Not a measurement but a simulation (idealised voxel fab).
Name of the process module below: voxel fin reveal
FYI the section here is cut, 205 nm wide, cells are 5 nm squares.
Heads up, the way a cross-section reads in here is a grid of square cells, handed over as bands from the top down, with every band being one or more rows of cells.
Per band: top height and bottom height in nm, followed by the left-to-right materials and their widths in nm; "edge to edge" marks a single material spanning edge to edge, "air" marks empty space.
Convention: height 0 is the level below which the wafer, as received, is all one material. The lowest band does not terminate at the bottom but continues downward, represented as "top 0, no bottom".
Quick explanation for "30..40": the width changes in equal steps down the rows of cells, from the first number in the band's top row to the second number in its bottom row.
"no change" -> step changed no cross-section cell.
Closed-off voids of 8+ cells (no open route to the top) go in "Unvented voids", written width x height at distance from the left edge, in nm.
On a step's line, text after the settings is the simulator commenting on that step.
If you see "overlay nm" on a step's line and that step has a mask, it's telling you how far right of where it was planned the mask ended up; a negative number means it went left instead.

## So here's the lineup of process steps we planned
step 1: RECEIVE | material Si
step 2: CONFORMAL_DEP | material SiN | thk nm 10
step 3: DIRECTIONAL_DEP | material aC | thk nm 10
step 4: PATTERN | tone cover | mask id FINS | material resist | width nm 15 | pitch nm 35 | thk nm 30 | overlay nm -15
step 5: DIRECTIONAL_ETCH | etch materials aC | depth nm 10
step 6: STRIP | etch materials resist
step 7: DIRECTIONAL_ETCH | etch materials SiN | depth nm 10
step 8: DIRECTIONAL_ETCH | etch materials Si | depth nm 35
step 9: STRIP | etch materials aC
step 10: FILL_DEP | material SiO2 | thk nm 5
step 11: CMP | height nm 10
step 12: SELECTIVE_ETCH | etch materials SiO2 | depth nm 20
step 13: STRIP | etch materials SiN
step 14: CONFORMAL_DEP | material HfO2 | thk nm 5
It is noted that the wafers described herein are identical at the outset and are distinguished by the overlay nm of step 4; the value stated in the plan corresponds to the first wafer.

## Step 1 complete: as-received cross-section of the first of several wafers
* top 0, no bottom  Si edge to edge
* Unvented voids: none

## Rows = wafers. At module end, each row lists per material the cells gained (+) or lost (-) since the wafer was received, then the closed voids
overlay nm -15 | +53 HfO2 | -224 Si | +160 SiO2 | Unvented voids: none
overlay nm -10 | +53 HfO2 | -224 Si | +160 SiO2 | Unvented voids: none
overlay nm -5 | +53 HfO2 | -224 Si | +160 SiO2 | Unvented voids: none
overlay nm 0 | +53 HfO2 | -224 Si | +160 SiO2 | Unvented voids: none
overlay nm 5 | +53 HfO2 | -224 Si | +160 SiO2 | Unvented voids: none
overlay nm 10 | +53 HfO2 | -224 Si | +160 SiO2 | Unvented voids: none
overlay nm 15 | +53 HfO2 | -224 Si | +160 SiO2 | Unvented voids: none
